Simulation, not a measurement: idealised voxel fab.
process module | voxel wiring stack
cross-section cut | 210 nm wide | cells 5 nm
A cross-section is a grid of square cells, given in bands from the top down. A band is one or more rows of cells.
Each band's line starts with the height of the band's top and of its bottom, in nm. Then come its materials from left to right, each with its width in nm. One material with "throughout" fills the band from edge to edge. "air" is empty space.
Height 0 is the level under which the wafer as received is all one material. The lowest band goes on downwards, as in "0 down".
A width such as "30 to 40" changes by the same amount from each row of cells to the next, from the band's top row to its bottom row.
"no change" after a step means that no cell of the cross-section changed.
closed voids: empty space of 8 cells or more with no open way to the top, each as width x height at its distance from the left edge, in nm
after a step's settings: what the simulator itself notes on the step
overlay nm, on a step with a mask: how far to the right of its planned place the mask lay; to the left if negative
plan
1 op RECEIVE | material Si
2 op CONFORMAL_DEP | material SiO2 | thk nm 10
3 op DIRECTIONAL_DEP | material TiN | thk nm 5
4 op DIRECTIONAL_DEP | material W | thk nm 25
5 op PATTERN | tone cover | mask id METAL_1 | material resist | width nm 30 | pitch nm 55 | thk nm 15 | overlay nm 0
6 op DIRECTIONAL_ETCH | etch materials W | depth nm 25
7 op DIRECTIONAL_ETCH | etch materials TiN | depth nm 5
8 op STRIP | etch materials resist
9 op FILL_DEP | material lowk | thk nm 5
10 op CMP | height nm 40
11 op CONFORMAL_DEP | material SiCN | thk nm 5
12 op DIRECTIONAL_DEP | material lowk | thk nm 10
13 op DIRECTIONAL_DEP | material aC | thk nm 15
14 op PATTERN | tone open | mask id PLUG_1 | material resist | width nm 15 | pitch nm 55 | thk nm 30 | overlay nm 0
15 op DIRECTIONAL_ETCH | etch materials aC | depth nm 15
16 op STRIP | etch materials resist
17 op DIRECTIONAL_ETCH | etch materials lowk | depth nm 10
18 op DIRECTIONAL_ETCH | etch materials SiCN | depth nm 5
19 op STRIP | etch materials aC
20 op EPI | material Ru | thk nm 10
21 op EPI | material Ru | thk nm 5
22 op CONFORMAL_DEP | material SiCN | thk nm 5
23 op DIRECTIONAL_DEP | material SiO2 | thk nm 25
24 op DIRECTIONAL_DEP | material aC | thk nm 10
25 op PATTERN | tone open | mask id METAL_2 | material resist | width nm 30 | pitch nm 55 | thk nm 25 | overlay nm 0
26 op DIRECTIONAL_ETCH | etch materials aC | depth nm 10
27 op STRIP | etch materials resist
28 op DIRECTIONAL_ETCH | etch materials SiO2 | depth nm 25
29 op DIRECTIONAL_ETCH | etch materials SiCN | depth nm 5
30 op STRIP | etch materials aC
31 op CONFORMAL_DEP | material TiN | thk nm 5
32 op FILL_DEP | material W | thk nm 5
33 op CMP | height nm 85
34 op CONFORMAL_DEP | material SiN | thk nm 5
as received, after step 1
  0 down: Si throughout
  closed voids: none
first wafer at the end, as planned
  90 to 85: SiN throughout
  85 to 60: SiO2 35 | TiN 5 | W 20 | TiN 5 | SiO2 25 | TiN 5 | W 20 | TiN 5 | SiO2 25 | TiN 5 | W 20 | TiN 5 | SiO2 35
  60 to 55: SiCN 35 | TiN 30 | SiCN 25 | TiN 30 | SiCN 25 | TiN 30 | SiCN 35
  55 to 45: lowk 35 | Ru 15 | lowk 40 | Ru 15 | lowk 40 | Ru 15 | lowk 50
  45 to 40: SiCN 35 | Ru 15 | SiCN 40 | Ru 15 | SiCN 40 | Ru 15 | SiCN 50
  40 to 15: lowk 35 | W 30 | lowk 25 | W 30 | lowk 25 | W 30 | lowk 35
  15 to 10: lowk 35 | TiN 30 | lowk 25 | TiN 30 | lowk 25 | TiN 30 | lowk 35
  10 to 0: SiO2 throughout
  0 down: Si throughout
  closed voids: none
second wafer at the end: like start, like plan, one mistake
  90 to 85: SiN throughout
  85 to 60: SiO2 35 | TiN 5 | W 20 | TiN 5 | SiO2 25 | TiN 5 | W 20 | TiN 5 | SiO2 25 | TiN 5 | W 20 | TiN 5 | SiO2 35
  60 to 55: SiCN 35 | TiN 30 | SiCN 25 | TiN 30 | SiCN 25 | TiN 30 | SiCN 35
  55 to 45: lowk 35 | SiCN 5 | TiN 5 | SiCN 5 | lowk 40 | SiCN 5 | TiN 5 | SiCN 5 | lowk 40 | SiCN 5 | TiN 5 | SiCN 5 | lowk 50
  45 to 40: SiCN 40 | TiN 5 | SiCN 50 | TiN 5 | SiCN 50 | TiN 5 | SiCN 55
  40 to 15: W 35 | lowk 30 | W 25 | lowk 30 | W 25 | lowk 30 | W 35
  15 to 10: TiN 35 | lowk 30 | TiN 25 | lowk 30 | TiN 25 | lowk 30 | TiN 35
  10 to 0: SiO2 throughout
  0 down: Si throughout
  closed voids: none
what went wrong: step 5 ran as: op PATTERN | tone open | mask id METAL_1 | material resist | width nm 30 | pitch nm 55 | thk nm 15 | overlay nm 0
at the end the second wafer has, in cells: 27 fewer of Ru | 18 more of SiCN | 15 more of TiN | 30 more of W | 36 fewer of lowk
